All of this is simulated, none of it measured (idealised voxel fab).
Module name: voxel trench capacitor (process module)
180 nm wide, 5 nm square cells: that's cross-section cut.
When this document writes out a cross-section, it uses a grid of square cells and lists it as bands, beginning at the top and moving down, with a band standing for one or more rows of cells.
It is stipulated that each band's entry specify, in nanometres, the height of the top of the band and then that of its bottom, followed by the materials of the band in left-to-right sequence, each together with its width in nanometres. A single material marked by the word "full width" is understood to fill the band from edge to edge; the word "blank" is understood to denote empty space.
Heights are reckoned from 0. Under this level, the received wafer is all of one material. The bottommost band is open-ended downward, for example "0 -> down".
A width such as "30->40" changes by the same amount from each row of cells to the next, from the band's top row to its bottom row.
It should be understood that the words "no modification", when stated for a given step, signify that the cross-section underwent no change in any of its cells during that step.
"Fully closed voids" enumerates empty spaces isolated from the top, with no open way to it, that contain at least 8 cells, giving each as width x height at distance from the left edge, all three in nm.
Anything after a step's settings on that line? It's the simulator's own note about the step.
What "overlay nm" on a step's line means: if the step has a mask, that mask lay this far to the right of its planned place, or, when the value is negative, to the left.

### Steps planned for the process
step 1: RECEIVE [material Si]
step 2: CONFORMAL_DEP [material SiN] [thk nm 10]
step 3: DIRECTIONAL_DEP [material aC] [thk nm 10]
step 4: PATTERN [tone open] [mask id TRENCH] [material resist] [width nm 25] [pitch nm 55] [thk nm 25] [overlay nm 0]
step 5: DIRECTIONAL_ETCH [etch materials aC] [depth nm 10]
step 6: STRIP [etch materials resist]
step 7: DIRECTIONAL_ETCH [etch materials SiN] [depth nm 10]
step 8: DIRECTIONAL_ETCH [etch materials Si] [depth nm 40]
step 9: STRIP [etch materials aC]
step 10: CONFORMAL_DEP [material SiO2] [thk nm 5]
step 11: FILL_DEP [material polySi] [thk nm 10]
step 12: CMP [height nm 10]

### First of two wafers, processed according to plan

### Cross-section of the wafer at receipt, which is the condition after step 1
  0 -> down  Si full width
  Fully closed voids: none

### The wafer in cross-section once step 2 is complete
  10 -> 0  SiN full width
  No changes below 0.

### The wafer in cross-section once step 3 is complete
  20 -> 10  aC full width
  No changes below 10.

### The wafer in cross-section once step 4 is complete
  45 -> 20  resist 50 nm, blank 25 nm, resist 30 nm, blank 25 nm, resist 50 nm
  No changes below 20.

### The wafer in cross-section once step 5 is complete
  35 -> 20  resist 50 nm, blank 25 nm, resist 30 nm, blank 25 nm, resist 50 nm
  20 -> 10  aC 50 nm, blank 25 nm, aC 30 nm, blank 25 nm, aC 50 nm
  No changes below 10.

### The wafer in cross-section once step 6 is complete
  20 -> 10  aC 50 nm, blank 25 nm, aC 30 nm, blank 25 nm, aC 50 nm
  No changes below 10.

### The wafer in cross-section once step 7 is complete
  20 -> 10  aC 50 nm, blank 25 nm, aC 30 nm, blank 25 nm, aC 50 nm
  10 -> 0  SiN 50 nm, blank 25 nm, SiN 30 nm, blank 25 nm, SiN 50 nm
  No changes below 0.

### The wafer in cross-section once step 8 is complete
  20 -> 10  aC 50 nm, blank 25 nm, aC 30 nm, blank 25 nm, aC 50 nm
  10 -> 0  SiN 50 nm, blank 25 nm, SiN 30 nm, blank 25 nm, SiN 50 nm
  0 -> -40  Si 50 nm, blank 25 nm, Si 30 nm, blank 25 nm, Si 50 nm
  No changes below -40.

### The wafer in cross-section once step 9 is complete
  10 -> 0  SiN 50 nm, blank 25 nm, SiN 30 nm, blank 25 nm, SiN 50 nm
  No changes below 0.

### The wafer in cross-section once step 10 is complete
  15 -> 10  SiO2 55 nm, blank 15 nm, SiO2 40 nm, blank 15 nm, SiO2 55 nm
  10 -> 0  SiN 50 nm, SiO2 5 nm, blank 15 nm, SiO2 5 nm, SiN 30 nm, SiO2 5 nm, blank 15 nm, SiO2 5 nm, SiN 50 nm
  0 -> -35  Si 50 nm, SiO2 5 nm, blank 15 nm, SiO2 5 nm, Si 30 nm, SiO2 5 nm, blank 15 nm, SiO2 5 nm, Si 50 nm
  -35 -> -40  Si 50 nm, SiO2 25 nm, Si 30 nm, SiO2 25 nm, Si 50 nm
  No changes below -40.

### The wafer in cross-section once step 11 is complete
  25 -> 15  polySi full width
  15 -> 10  SiO2 55 nm, polySi 15 nm, SiO2 40 nm, polySi 15 nm, SiO2 55 nm
  10 -> 0  SiN 50 nm, SiO2 5 nm, polySi 15 nm, SiO2 5 nm, SiN 30 nm, SiO2 5 nm, polySi 15 nm, SiO2 5 nm, SiN 50 nm
  0 -> -35  Si 50 nm, SiO2 5 nm, polySi 15 nm, SiO2 5 nm, Si 30 nm, SiO2 5 nm, polySi 15 nm, SiO2 5 nm, Si 50 nm
  No changes below -35.

### The wafer in cross-section once step 12 is complete
  10 -> 0  SiN 50 nm, SiO2 5 nm, polySi 15 nm, SiO2 5 nm, SiN 30 nm, SiO2 5 nm, polySi 15 nm, SiO2 5 nm, SiN 50 nm
  No changes below 0.

### Now the other wafer: same start, same recipe, but we messed up one thing when running it. Up to and including step 11 it's the same as the first one

### Second wafer, section view, time point: scheduled end of step 12
  10 -> 0  SiN 50 nm, SiO2 5 nm, polySi 15 nm, SiO2 5 nm, SiN 30 nm, SiO2 5 nm, polySi 15 nm, SiO2 5 nm, SiN 50 nm
  No changes below 0.
Misprocessing identified: execution of plan step 12 occurred twice
at the end the two cross-sections are the same: no effect in what this model computes
